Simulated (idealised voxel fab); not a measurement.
process module | voxel capacitor over wiring
cross-section cut | 240 nm wide | cells 5 nm
A cross-section is a grid of square cells, given in bands from the top down. A band is one or more rows of cells.
Each band's line starts with the height of the band's top and of its bottom, in nm. Then come its materials from left to right, each with its width in nm. One material with "throughout" fills the band from edge to edge. "air" is empty space.
Height 0 is the level under which the wafer as received is all one material. The lowest band goes on downwards, as in "0 down".
A width such as "30 to 40" changes by the same amount from each row of cells to the next, from the band's top row to its bottom row.
"no change" after a step means that no cell of the cross-section changed.
closed voids: empty space of 8 cells or more with no open way to the top, each as width x height at its distance from the left edge, in nm
after a step's settings: what the simulator itself notes on the step
overlay nm, on a step with a mask: how far to the right of its planned place the mask lay; to the left if negative
plan
1 op RECEIVE | material Si
2 op CONFORMAL_DEP | material SiO2 | thk nm 10
3 op CONFORMAL_DEP | material SiCN | thk nm 5
4 op DIRECTIONAL_DEP | material SiO2 | thk nm 15
5 op DIRECTIONAL_DEP | material aC | thk nm 10
6 op PATTERN | tone open | mask id METAL_1 | material resist | width nm 20 | pitch nm 80 | thk nm 30 | overlay nm 0
7 op DIRECTIONAL_ETCH | etch materials aC | depth nm 10
8 op STRIP | etch materials resist
9 op DIRECTIONAL_ETCH | etch materials SiO2 | depth nm 15
10 op DIRECTIONAL_ETCH | etch materials SiCN | depth nm 5
11 op STRIP | etch materials aC
12 op CONFORMAL_DEP | material TiN | thk nm 5
13 op FILL_DEP | material W | thk nm 10
14 op CMP | height nm 30
15 op EPI | material Ru | thk nm 5
16 op FILL_DEP | material SiCN | thk nm 5
17 op DIRECTIONAL_DEP | material lowk | thk nm 15
18 op MASKED_ETCH | tone open | mask id PLUG_1 | width nm 15 | etch materials lowk | depth nm 15 | overlay nm 0
19 op MASKED_ETCH | tone open | mask id PLUG_1 | width nm 15 | etch materials SiCN | depth nm 5 | overlay nm 0
20 op CONFORMAL_DEP | material TiN | thk nm 5
21 op FILL_DEP | material Ru | thk nm 5
22 op CMP | height nm 55
23 op DIRECTIONAL_DEP | material TiN | thk nm 5
24 op DIRECTIONAL_DEP | material SiN | thk nm 5
25 op DIRECTIONAL_DEP | material TiN | thk nm 5
26 op MASKED_ETCH | tone cover | mask id UPPER_PLATE | width nm 65 | etch materials TiN | depth nm 5 | overlay nm 0
27 op MASKED_ETCH | tone cover | mask id UPPER_PLATE | width nm 65 | etch materials SiN | depth nm 5 | overlay nm 0
28 op DIRECTIONAL_DEP | material aC | thk nm 15
29 op PATTERN | tone cover | mask id LOWER_PLATE | material resist | width nm 75 | thk nm 30 | overlay nm 0
30 op DIRECTIONAL_ETCH | etch materials aC | depth nm 15
31 op STRIP | etch materials resist
32 op DIRECTIONAL_ETCH | etch materials TiN | depth nm 5
33 op STRIP | etch materials aC
34 op FILL_DEP | material SiO2 | thk nm 20
35 op CMP | height nm 85
36 op PATTERN | tone open | mask id PLUG_2 | material resist | width nm 15 | thk nm 15 | overlay nm 0
37 op DIRECTIONAL_ETCH | etch materials SiO2 | depth nm 15
38 op STRIP | etch materials resist
39 op CONFORMAL_DEP | material TiN | thk nm 5
40 op FILL_DEP | material Cu | thk nm 10
41 op CMP | height nm 85
42 op CONFORMAL_DEP | material SiCN | thk nm 5
as received, after step 1
  0 down: Si throughout
  closed voids: none
a wafer at the end: this start, this plan, one mistake
  90 to 85: SiCN throughout
  85 to 75: SiO2 85 | TiN 5 | Cu 5 | TiN 5 | SiO2 140
  75 to 65: SiO2 85 to 75 | TiN 15 to 65 | SiO2 140 to 100
  65 to 60: SiO2 75 | SiN 65 | SiO2 100
  60 to 55: SiO2 70 | TiN 75 | SiO2 95
  55 to 50: SiCN 75 | TiN 15 | SiCN 150
  50 to 45: Ru throughout
  45 to 35: W throughout
  35 to 30: TiN 75 | W 10 | TiN 70 | W 10 | TiN 75
  30 to 15: SiO2 70 | TiN 5 | W 10 | TiN 5 | SiO2 60 | TiN 5 | W 10 | TiN 5 | SiO2 70
  15 to 10: SiCN 70 | TiN 20 | SiCN 60 | TiN 20 | SiCN 70
  10 to 0: SiO2 throughout
  0 down: Si throughout
  closed voids: none
what went wrong: step 14 was left out
